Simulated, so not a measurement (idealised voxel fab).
process module | voxel gate over fins
cross-section cut | 260 nm wide | cells 5 nm
A cross-section is a grid of square cells, given in bands from the top down. A band is one or more rows of cells.
Each band's line starts with the height of the band's top and of its bottom, in nm. Then come its materials from left to right, each with its width in nm. One material with "throughout" fills the band from edge to edge. "air" is empty space.
Height 0 is the level under which the wafer as received is all one material. The lowest band goes on downwards, as in "0 down".
A width such as "30 to 40" changes by the same amount from each row of cells to the next, from the band's top row to its bottom row.
"no change" after a step means that no cell of the cross-section changed.
closed voids: empty space of 8 cells or more with no open way to the top, each as width x height at its distance from the left edge, in nm
after a step's settings: what the simulator itself notes on the step
overlay nm, on a step with a mask: how far to the right of its planned place the mask lay; to the left if negative
plan
1 op RECEIVE | material Si
2 op CONFORMAL_DEP | material SiN | thk nm 10
3 op MASKED_ETCH | tone cover | mask id FINS | width nm 15 | pitch nm 45 | etch materials SiN | depth nm 10 | overlay nm 0
4 op MASKED_ETCH | tone cover | mask id FINS | width nm 15 | pitch nm 45 | etch materials Si | depth nm 35 | overlay nm 0
5 op OXIDIZE | depth nm 5
6 op FILL_DEP | material SiO2 | thk nm 15
7 op CMP | height nm 10
8 op SELECTIVE_ETCH | etch materials SiO2 | depth nm 20
9 op STRIP | etch materials SiN
10 op CONFORMAL_DEP | material HfO2 | thk nm 5
11 op CONFORMAL_DEP | material TiN | thk nm 5
12 op CONFORMAL_DEP | material TiAl | thk nm 5
13 op CONFORMAL_DEP | material TiN | thk nm 5
14 op FILL_DEP | material W | thk nm 15
15 op CMP | height nm 30
16 op CONFORMAL_DEP | material SiN | thk nm 10
as received, after step 1
  0 down: Si throughout
  closed voids: none
first wafer at the end, as planned
  40 to 30: SiN throughout
  30 to 20: W throughout
  20 to 15: W 60 | TiN 135 | W 65
  15 to 10: W 60 | TiN 5 | TiAl 35 | TiN 10 | TiAl 35 | TiN 10 | TiAl 35 | TiN 5 | W 65
  10 to 5: TiN 65 | TiAl 5 | TiN 25 | TiAl 5 | TiN 10 | TiAl 5 | TiN 25 | TiAl 5 | TiN 10 | TiAl 5 | TiN 25 | TiAl 5 | TiN 70
  5 to 0: TiAl 70 | TiN 5 | HfO2 15 | TiN 5 | TiAl 20 | TiN 5 | HfO2 15 | TiN 5 | TiAl 20 | TiN 5 | HfO2 15 | TiN 5 | TiAl 75
  0 to -5: TiN 75 | HfO2 5 | Si 5 | HfO2 5 | TiN 30 | HfO2 5 | Si 5 | HfO2 5 | TiN 30 | HfO2 5 | Si 5 | HfO2 5 | TiN 80
  -5 to -10: HfO2 80 | Si 5 | HfO2 40 | Si 5 | HfO2 40 | Si 5 | HfO2 85
  -10 to -40: SiO2 80 | Si 5 | SiO2 40 | Si 5 | SiO2 40 | Si 5 | SiO2 85
  -40 down: Si throughout
  closed voids: none
second wafer at the end: like start, like plan, one mistake
  40 to 30: SiN throughout
  30 to 20: W throughout
  20 to 15: W 60 | TiN 135 | W 65
  15 to 10: W 60 | TiN 5 | TiAl 35 | TiN 10 | TiAl 35 | TiN 10 | TiAl 35 | TiN 5 | W 65
  10 to 5: TiN 65 | TiAl 5 | TiN 25 | TiAl 5 | TiN 10 | TiAl 5 | TiN 25 | TiAl 5 | TiN 10 | TiAl 5 | TiN 25 | TiAl 5 | TiN 70
  5 to 0: TiAl 70 | TiN 5 | HfO2 15 | TiN 5 | TiAl 5 | TiN 10 | TiAl 5 | TiN 5 | HfO2 15 | TiN 5 | TiAl 5 | TiN 10 | TiAl 5 | TiN 5 | HfO2 15 | TiN 5 | TiAl 75
  0 to -5: TiN 65 | TiAl 5 | TiN 5 | HfO2 5 | Si 5 | HfO2 5 | TiN 5 | TiAl 5 | TiN 10 | TiAl 5 | TiN 5 | HfO2 5 | Si 5 | HfO2 5 | TiN 5 | TiAl 5 | TiN 10 | TiAl 5 | TiN 5 | HfO2 5 | Si 5 | HfO2 5 | TiN 5 | TiAl 5 | TiN 70
  -5 to -10: HfO2 60 | TiN 5 | TiAl 5 | TiN 5 | HfO2 5 | Si 5 | HfO2 5 | TiN 5 | TiAl 20 | TiN 5 | HfO2 5 | Si 5 | HfO2 5 | TiN 5 | TiAl 20 | TiN 5 | HfO2 5 | Si 5 | HfO2 5 | TiN 5 | TiAl 5 | TiN 5 | HfO2 65
  -10 to -15: SiO2 55 | HfO2 5 | TiN 15 | HfO2 5 | Si 5 | HfO2 5 | TiN 30 | HfO2 5 | Si 5 | HfO2 5 | TiN 30 | HfO2 5 | Si 5 | HfO2 5 | TiN 15 | HfO2 5 | SiO2 60
  -15 to -20: SiO2 55 | HfO2 25 | Si 5 | HfO2 40 | Si 5 | HfO2 40 | Si 5 | HfO2 25 | SiO2 60
  -20 to -40: SiO2 80 | Si 5 | SiO2 40 | Si 5 | SiO2 40 | Si 5 | SiO2 85
  -40 down: Si throughout
  closed voids: none
what went wrong: steps 8 and 9 were swapped
at the end the second wafer has, in cells: 16 more of HfO2 | 52 fewer of SiO2 | 12 more of TiAl | 24 more of TiN
